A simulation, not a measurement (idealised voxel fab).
This is a process module. Its name is voxel wiring stack.
Cross-section cut: width 155 nm, square cells of 5 nm.
Bands, listed from the top down, are how a cross-section gets written in this document; the cross-section itself is a grid of square cells, and a band is one or more rows of them. What a band's entry tells you: where the top is and where the bottom is, as heights in nm, and after that what lies inside, material by material from left to right, each with its width in nm. Empty space is written as the word "blank", and a single material marked with the word "full width" occupies the band from edge to edge. Height is counted from the level 0, under which the received wafer is composed throughout of one material. The lowest of the bands is not closed at the bottom but continues downward, in the notation "0 down". Top row gets the first number, bottom row gets the second, and each row in between changes by the same step: that is how a band width like "30->40" works. The cross-section has no changed cell in any step marked "nothing was modified". Empty spaces without an open route to the top, at least 8 cells in extent, make up the entry "Closed void listing"; each is given as width x height at distance, where the distance is measured from the left edge, and all are in nm. Read whatever lies past the settings on a step's line as the simulator's own remark about the step. On any step carrying a mask, the "overlay nm" setting, if present on the step's line, tells how far right of its planned place the mask lay; negative values point to the left.

Listed below are the process steps as planned
1: RECEIVE (material Si)
2: CONFORMAL_DEP (material SiO2; thk nm 15)
3: DIRECTIONAL_DEP (material TiN; thk nm 5)
4: DIRECTIONAL_DEP (material Ru; thk nm 20)
5: PATTERN (tone cover; mask id METAL_1; material resist; width nm 20; pitch nm 35; thk nm 15; overlay nm 0)
6: DIRECTIONAL_ETCH (etch materials Ru; depth nm 20)
7: DIRECTIONAL_ETCH (etch materials TiN; depth nm 5)
8: STRIP (etch materials resist)
9: CONFORMAL_DEP (material SiN; thk nm 5)
10: FILL_DEP (material SiO2; thk nm 5)
11: CMP (height nm 40)
12: CONFORMAL_DEP (material SiCN; thk nm 5)
13: DIRECTIONAL_DEP (material SiO2; thk nm 10)
14: PATTERN (tone open; mask id PLUG_1; material resist; width nm 15; pitch nm 70; thk nm 15; overlay nm 0)
15: DIRECTIONAL_ETCH (etch materials SiO2; depth nm 10)
16: DIRECTIONAL_ETCH (etch materials SiCN; depth nm 5)
17: STRIP (etch materials resist)
18: CONFORMAL_DEP (material TiN; thk nm 5)
19: FILL_DEP (material Cu; thk nm 5)
20: CMP (height nm 55)
21: CONFORMAL_DEP (material SiN; thk nm 5)
22: DIRECTIONAL_DEP (material lowk; thk nm 25)
23: DIRECTIONAL_DEP (material aC; thk nm 15)
24: PATTERN (tone open; mask id METAL_2; material resist; width nm 20; pitch nm 35; thk nm 30; overlay nm 0)
25: DIRECTIONAL_ETCH (etch materials aC; depth nm 15)
26: STRIP (etch materials resist)
27: DIRECTIONAL_ETCH (etch materials lowk; depth nm 25)
28: DIRECTIONAL_ETCH (etch materials SiN; depth nm 5)
29: STRIP (etch materials aC)
30: CONFORMAL_DEP (material TiN; thk nm 5)
31: FILL_DEP (material Cu; thk nm 10)
32: CMP (height nm 85)
33: EPI (material Ru; thk nm 5)
34: FILL_DEP (material SiCN; thk nm 5)
35: DIRECTIONAL_DEP (material SiO2; thk nm 20)
36: PATTERN (tone open; mask id PLUG_2; material resist; width nm 15; pitch nm 35; thk nm 15; overlay nm 0)
37: DIRECTIONAL_ETCH (etch materials SiO2; depth nm 20)
38: DIRECTIONAL_ETCH (etch materials SiCN; depth nm 5)
39: STRIP (etch materials resist)
40: EPI (material Ru; thk nm 10)
41: EPI (material Ru; thk nm 10)
42: EPI (material Ru; thk nm 5)
43: CONFORMAL_DEP (material SiN; thk nm 5)
44: DIRECTIONAL_DEP (material lowk; thk nm 15)
45: MASKED_ETCH (tone open; mask id METAL_3; width nm 20; pitch nm 35; etch materials lowk; depth nm 15; overlay nm 0)
46: MASKED_ETCH (tone open; mask id METAL_3; width nm 20; pitch nm 35; etch materials SiN; depth nm 5; overlay nm 0)
47: CONFORMAL_DEP (material TiN; thk nm 5)
48: FILL_DEP (material Cu; thk nm 5)
49: CMP (height nm 135)
50: CONFORMAL_DEP (material SiN; thk nm 5)

Cross-sectional view of the wafer in its as-received condition, corresponding to the state after step 1
    0 down = Si full width
    Closed void listing: none

Cross-section at module end, one run error; start and plan unchanged from above
    140 to 135 = SiN full width
    135 to 120 = lowk (30) | TiN (5) | Cu (10) | TiN (5) | lowk (15) | TiN (5) | Cu (10) | TiN (5) | lowk (15) | TiN (5) | Cu (10) | TiN (5) | lowk (35)
    120 to 115 = SiN (30) | TiN (20) | SiN (15) | TiN (20) | SiN (15) | TiN (20) | SiN (35)
    115 to 95 = SiO2 (30) | Ru (15) | SiO2 (20) | Ru (15) | SiO2 (20) | Ru (15) | SiO2 (40)
    95 to 90 = SiCN (30) | Ru (15) | SiCN (20) | Ru (15) | SiCN (20) | Ru (15) | SiCN (40)
    90 to 85 = Ru (35) | SiCN (10) | Ru (25) | SiCN (10) | Ru (25) | SiCN (10) | Ru (40)
    85 to 60 = Cu (25) | TiN (5) | lowk (20) | TiN (5) | Cu (5) | TiN (5) | lowk (20) | TiN (5) | Cu (5) | TiN (5) | lowk (20) | TiN (5) | Cu (30)
    60 to 55 = TiN (30) | SiN (20) | TiN (15) | SiN (20) | TiN (15) | SiN (20) | TiN (35)
    55 to 45 = SiO2 (30) | TiN (5) | Cu (5) | TiN (5) | SiO2 (55) | TiN (5) | Cu (5) | TiN (5) | SiO2 (40)
    45 to 40 = SiCN (30) | TiN (15) | SiCN (55) | TiN (15) | SiCN (40)
    40 to 20 = SiO2 (25) | SiN (5) | Ru (20) | SiN (5) | SiO2 (5) | SiN (5) | Ru (20) | SiN (5) | SiO2 (5) | SiN (5) | Ru (20) | SiN (5) | SiO2 (30)
    20 to 15 = SiN (30) | TiN (20) | SiN (15) | TiN (20) | SiN (15) | TiN (20) | SiN (35)
    15 to 0 = SiO2 full width
    0 down = Si full width
    Closed void listing: none
What was done differently from what was planned? step 24 went in with a setting other than planned; the actual run was PATTERN (tone cover; mask id METAL_2; material resist; width nm 20; pitch nm 35; thk nm 30; overlay nm 0)
